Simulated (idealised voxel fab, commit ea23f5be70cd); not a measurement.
This is a process module. Its name is voxel transistor to metal.
The cross-section on display is named cut; it measures 205 nm wide, and its cells are 5 nm squares.
In what follows, cross-sections appear as grids of square cells, described through bands that run from the top down, where every band is one or more rows of cells.
Read a band's entry like this: the first values are the height of its top and the height of its bottom in nm, and what follows is the sequence of materials from left to right, each with its width in nm. Note that "air" is empty space, and that a single material marked "throughout" reaches across the band from edge to edge.
Height reference: 0 = level under which incoming wafer is all one material. Lowest band: no bottom, runs on downward, e.g. "0 down".
Width: "30 to 40" (first number = top row, second number = bottom row, same change from row to row of cells).
The designation "remained the same", where it is given for a processing step, indicates that no cell of the cross-section was altered in the course of that step.
Listed in "Enclosed void listing": every empty space of 8 or more cells without an open way to the top. Form: width x height at distance, the distance being from the left edge, all in nm.
What comes after the settings on a step's line is commentary from the simulator itself on that step.
Each step line may optionally specify "overlay nm", which for a step with a mask gives the rightward distance between the mask's planned place and where it lay, a negative value indicating the leftward direction.

This section lists the process steps that were planned:
1 RECEIVE with material Si
2 CONFORMAL_DEP with material SiO2, thk nm 5
3 CONFORMAL_DEP with material SiN, thk nm 15
4 MASKED_ETCH with tone cover, mask id ACTIVE, width nm 95, etch materials SiN, depth nm 15, overlay nm 0
5 MASKED_ETCH with tone cover, mask id ACTIVE, width nm 95, etch materials SiO2, depth nm 5, overlay nm 0
6 MASKED_ETCH with tone cover, mask id ACTIVE, width nm 95, etch materials Si, depth nm 25, overlay nm 0
7 FILL_DEP with material SiO2, thk nm 15
8 CMP with height nm 20
9 SELECTIVE_ETCH with etch materials SiO2, depth nm 10
10 STRIP with etch materials SiN
11 SELECTIVE_ETCH with etch materials SiO2, depth nm 5
12 OXIDIZE with depth nm 5
13 DIRECTIONAL_DEP with material polySi, thk nm 25
14 DIRECTIONAL_DEP with material SiCN, thk nm 15
15 PATTERN with tone cover, mask id GATE, material resist, width nm 25, thk nm 15, overlay nm 0
16 DIRECTIONAL_ETCH with etch materials SiCN, depth nm 25
17 DIRECTIONAL_ETCH with etch materials polySi, depth nm 35
18 STRIP with etch materials resist
19 CONFORMAL_DEP with material SiN, thk nm 10
20 DIRECTIONAL_ETCH with etch materials SiN, depth nm 10
21 DIRECTIONAL_ETCH with etch materials SiO2, depth nm 5
22 EPI with material SiGe, thk nm 5
23 FILL_DEP with material SiO2, thk nm 10
24 CMP with height nm 40
25 DIRECTIONAL_DEP with material SiO2, thk nm 10
26 PATTERN with tone open, mask id CONTACT, material resist, width nm 25, pitch nm 60, thk nm 15, overlay nm -15
27 DIRECTIONAL_ETCH with etch materials SiO2, depth nm 50
28 STRIP with etch materials resist
29 CONFORMAL_DEP with material TiN, thk nm 5
30 FILL_DEP with material Ru, thk nm 10
31 CMP with height nm 50
32 CONFORMAL_DEP with material SiN, thk nm 5
33 DIRECTIONAL_DEP with material SiO2, thk nm 15
34 MASKED_ETCH with tone open, mask id METAL_1, width nm 15, pitch nm 70, etch materials SiO2, depth nm 15, overlay nm 0
35 MASKED_ETCH with tone open, mask id METAL_1, width nm 15, pitch nm 70, etch materials SiN, depth nm 5, overlay nm 0
36 CONFORMAL_DEP with material TiN, thk nm 5
37 FILL_DEP with material W, thk nm 5
38 CMP with height nm 70
39 CONFORMAL_DEP with material SiCN, thk nm 5
Keep in mind the plan's value for the overlay nm of step 26 comes from the first wafer; the wafers don't share that setting, but they do share the same starting point.

First wafer as received, after step 1:
* 0 down = Si throughout
* Enclosed void listing: none

The figure below presents a cross-section of the first of several wafers at the conclusion of the module, following its last step, step 39:
* 75 to 70 = SiCN throughout
* 70 to 55 = 60 nm SiO2  5 nm TiN  5 nm W  5 nm TiN  55 nm SiO2  5 nm TiN  5 nm W  5 nm TiN  60 nm SiO2
* 55 to 50 = 60 nm SiN  15 nm TiN  55 nm SiN  15 nm TiN  60 nm SiN
* 50 to 45 = 45 nm SiO2  5 nm TiN  15 nm Ru  5 nm TiN  35 nm SiO2  5 nm TiN  15 nm Ru  5 nm TiN  75 nm SiO2
* 45 to 40 = 45 nm SiO2  5 nm TiN  15 nm Ru  5 nm TiN  35 nm SiO2  25 nm TiN  75 nm SiO2
* 40 to 25 = 45 nm SiO2  5 nm TiN  15 nm Ru  5 nm TiN  10 nm SiO2  10 nm SiN  25 nm SiCN  10 nm SiN  5 nm TiN  75 nm SiO2
* 25 to 10 = 45 nm SiO2  5 nm TiN  15 nm Ru  5 nm TiN  10 nm SiO2  10 nm SiN  25 nm polySi  10 nm SiN  5 nm TiN  75 nm SiO2
* 10 to 5 = 45 nm SiO2  25 nm TiN  10 nm SiO2  10 nm SiN  25 nm polySi  10 nm SiN  5 nm TiN  75 nm SiO2
* 5 to 0 = 45 nm SiO2  5 nm TiN  10 nm SiN  10 nm TiN  10 nm SiO2  10 nm SiN  25 nm polySi  10 nm SiN  5 nm TiN  15 nm SiO2  10 nm SiN  50 nm SiO2
* 0 to -5 = 60 nm SiO2  20 nm SiGe  45 nm SiO2  20 nm SiGe  60 nm SiO2
* -5 to -25 = 55 nm SiO2  95 nm Si  55 nm SiO2
* -25 down = Si throughout
* Enclosed void listing: none

The module's end: a cross-section of the last wafer:
* 75 to 70 = SiCN throughout
* 70 to 55 = 60 nm SiO2  5 nm TiN  5 nm W  5 nm TiN  55 nm SiO2  5 nm TiN  5 nm W  5 nm TiN  60 nm SiO2
* 55 to 50 = 60 nm SiN  15 nm TiN  55 nm SiN  15 nm TiN  60 nm SiN
* 50 to 45 = 75 nm SiO2  5 nm TiN  15 nm Ru  5 nm TiN  35 nm SiO2  5 nm TiN  15 nm Ru  5 nm TiN  45 nm SiO2
* 45 to 40 = 75 nm SiO2  25 nm TiN  35 nm SiO2  5 nm TiN  15 nm Ru  5 nm TiN  45 nm SiO2
* 40 to 25 = 75 nm SiO2  5 nm TiN  10 nm SiN  25 nm SiCN  10 nm SiN  10 nm SiO2  5 nm TiN  15 nm Ru  5 nm TiN  45 nm SiO2
* 25 to 10 = 75 nm SiO2  5 nm TiN  10 nm SiN  25 nm polySi  10 nm SiN  10 nm SiO2  5 nm TiN  15 nm Ru  5 nm TiN  45 nm SiO2
* 10 to 5 = 75 nm SiO2  5 nm TiN  10 nm SiN  25 nm polySi  10 nm SiN  10 nm SiO2  25 nm TiN  45 nm SiO2
* 5 to 0 = 50 nm SiO2  10 nm SiN  15 nm SiO2  5 nm TiN  10 nm SiN  25 nm polySi  10 nm SiN  10 nm SiO2  10 nm TiN  10 nm SiN  5 nm TiN  45 nm SiO2
* 0 to -5 = 60 nm SiO2  20 nm SiGe  45 nm SiO2  20 nm SiGe  60 nm SiO2
* -5 to -25 = 55 nm SiO2  95 nm Si  55 nm SiO2
* -25 down = Si throughout
* Enclosed void listing: none

Every row in this table is a wafer at the end of the module, and it gives, for each of the materials, the cells that wafer has gained (+) or lost (-) since it was received, then its closed voids:
overlay nm -15 | +27 Ru | -129 Si | +56 SiCN | +8 SiGe | +71 SiN | +494 SiO2 | +57 TiN | +6 W | +25 polySi | Enclosed void listing: none
overlay nm -10 | +28 Ru | -129 Si | +56 SiCN | +8 SiGe | +71 SiN | +486 SiO2 | +64 TiN | +6 W | +25 polySi | Enclosed void listing: none
overlay nm -5 | +37 Ru | -129 Si | +56 SiCN | +8 SiGe | +71 SiN | +477 SiO2 | +64 TiN | +6 W | +25 polySi | Enclosed void listing: none
overlay nm 0 | +38 Ru | -129 Si | +56 SiCN | +8 SiGe | +71 SiN | +476 SiO2 | +64 TiN | +6 W | +25 polySi | Enclosed void listing: none
overlay nm 5 | +37 Ru | -129 Si | +56 SiCN | +8 SiGe | +71 SiN | +477 SiO2 | +64 TiN | +6 W | +25 polySi | Enclosed void listing: none
overlay nm 10 | +28 Ru | -129 Si | +56 SiCN | +8 SiGe | +71 SiN | +486 SiO2 | +64 TiN | +6 W | +25 polySi | Enclosed void listing: none
overlay nm 15 | +27 Ru | -129 Si | +56 SiCN | +8 SiGe | +71 SiN | +494 SiO2 | +57 TiN | +6 W | +25 polySi | Enclosed void listing: none
